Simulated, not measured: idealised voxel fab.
process module | voxel quadruple lines
cross-section cut | 235 nm wide | cells 5 nm
A cross-section is a grid of square cells, given in bands from the top down. A band is one or more rows of cells.
Each band's line starts with the height of the band's top and of its bottom, in nm. Then come its materials from left to right, each with its width in nm. One material with "throughout" fills the band from edge to edge. "air" is empty space.
Height 0 is the level under which the wafer as received is all one material. The lowest band goes on downwards, as in "0 down".
A width such as "30 to 40" changes by the same amount from each row of cells to the next, from the band's top row to its bottom row.
"no change" after a step means that no cell of the cross-section changed.
closed voids: empty space of 8 cells or more with no open way to the top, each as width x height at its distance from the left edge, in nm
after a step's settings: what the simulator itself notes on the step
overlay nm, on a step with a mask: how far to the right of its planned place the mask lay; to the left if negative
plan
1 op RECEIVE | material Si
2 op CONFORMAL_DEP | material SiO2 | thk nm 5
3 op DIRECTIONAL_DEP | material Ru | thk nm 15
4 op DIRECTIONAL_DEP | material polySi | thk nm 15
5 op DIRECTIONAL_DEP | material aC | thk nm 25
6 op PATTERN | tone cover | mask id MANDREL | material resist | width nm 15 | pitch nm 80 | thk nm 35 | overlay nm 0
7 op DIRECTIONAL_ETCH | etch materials aC | depth nm 25
8 op STRIP | etch materials resist
9 op CONFORMAL_DEP | material SiO2 | thk nm 15
10 op DIRECTIONAL_ETCH | etch materials SiO2 | depth nm 15
11 op STRIP | etch materials aC
12 op DIRECTIONAL_ETCH | etch materials polySi | depth nm 15
13 op STRIP | etch materials SiO2
14 op CONFORMAL_DEP | material SiCN | thk nm 5
15 op DIRECTIONAL_ETCH | etch materials SiCN | depth nm 5
16 op STRIP | etch materials polySi
17 op DIRECTIONAL_ETCH | etch materials Ru | depth nm 15
18 op STRIP | etch materials SiCN
varied across the wafers: width nm of step 6. The plan shows the first wafer's value. All wafers start alike
first wafer as received, after step 1
  0 down: Si throughout
  closed voids: none
first wafer at the end, after step 18
  20 to 5: air 50 | Ru 5 | air 15 | Ru 5 | air 5 | Ru 5 | air 15 | Ru 5 | air 25 | Ru 5 | air 15 | Ru 5 | air 5 | Ru 5 | air 15 | Ru 5 | air 50
  5 to 0: SiO2 throughout
  0 down: Si throughout
  closed voids: none
last wafer at the end
  20 to 5: air 40 | Ru 5 | air 15 | Ru 5 | air 30 | Ru 5 | air 15 | Ru 10 | air 15 | Ru 5 | air 30 | Ru 5 | air 15 | Ru 5 | air 35
  5 to 0: SiO2 throughout
  0 down: Si throughout
  closed voids: none
each wafer at the end: cells of each material gained (+) or lost (-) since it was received, then its closed voids
width nm 15 | +24 Ru | +47 SiO2 | closed voids: none
width nm 20 | +24 Ru | +47 SiO2 | closed voids: none
width nm 25 | +24 Ru | +47 SiO2 | closed voids: none
width nm 30 | +24 Ru | +47 SiO2 | closed voids: none
width nm 35 | +24 Ru | +47 SiO2 | closed voids: none
width nm 40 | +24 Ru | +47 SiO2 | closed voids: none
